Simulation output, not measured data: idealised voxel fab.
process module | voxel lift off
cross-section cut | 155 nm wide | cells 5 nm
A cross-section is a grid of square cells, given in bands from the top down. A band is one or more rows of cells.
Each band's line starts with the height of the band's top and of its bottom, in nm. Then come its materials from left to right, each with its width in nm. One material with "throughout" fills the band from edge to edge. "air" is empty space.
Height 0 is the level under which the wafer as received is all one material. The lowest band goes on downwards, as in "0 down".
A width such as "30 to 40" changes by the same amount from each row of cells to the next, from the band's top row to its bottom row.
"no change" after a step means that no cell of the cross-section changed.
closed voids: empty space of 8 cells or more with no open way to the top, each as width x height at its distance from the left edge, in nm
after a step's settings: what the simulator itself notes on the step
overlay nm, on a step with a mask: how far to the right of its planned place the mask lay; to the left if negative
plan
1 op RECEIVE | material Si
2 op CONFORMAL_DEP | material Al2O3 | thk nm 15
3 op PATTERN | tone open | mask id LINES | material resist | width nm 15 | pitch nm 40 | thk nm 25 | overlay nm 0
4 op DIRECTIONAL_DEP | material Ru | thk nm 15
5 op STRIP | etch materials resist
6 op CONFORMAL_DEP | material SiO2 | thk nm 5
as received, after step 1
  0 down: Si throughout
  closed voids: none
first wafer at the end, as planned
  35 to 30: air 25 | SiO2 25 | air 15 | SiO2 25 | air 15 | SiO2 25 | air 25
  30 to 20: air 25 | SiO2 5 | Ru 15 | SiO2 5 | air 15 | SiO2 5 | Ru 15 | SiO2 5 | air 15 | SiO2 5 | Ru 15 | SiO2 5 | air 25
  20 to 15: SiO2 30 | Ru 15 | SiO2 25 | Ru 15 | SiO2 25 | Ru 15 | SiO2 30
  15 to 0: Al2O3 throughout
  0 down: Si throughout
  closed voids: none
second wafer at the end: like start, like plan, one mistake
  50 to 45: air 25 | SiO2 25 | air 15 | SiO2 25 | air 15 | SiO2 25 | air 25
  45 to 35: air 25 | SiO2 5 | Ru 15 | SiO2 5 | air 15 | SiO2 5 | Ru 15 | SiO2 5 | air 15 | SiO2 5 | Ru 15 | SiO2 5 | air 25
  35 to 30: SiO2 30 | Ru 15 | SiO2 25 | Ru 15 | SiO2 25 | Ru 15 | SiO2 30
  30 to 0: Al2O3 throughout
  0 down: Si throughout
  closed voids: none
what went wrong: step 2 was run twice
at the end the second wafer has, in cells: 93 more of Al2O3
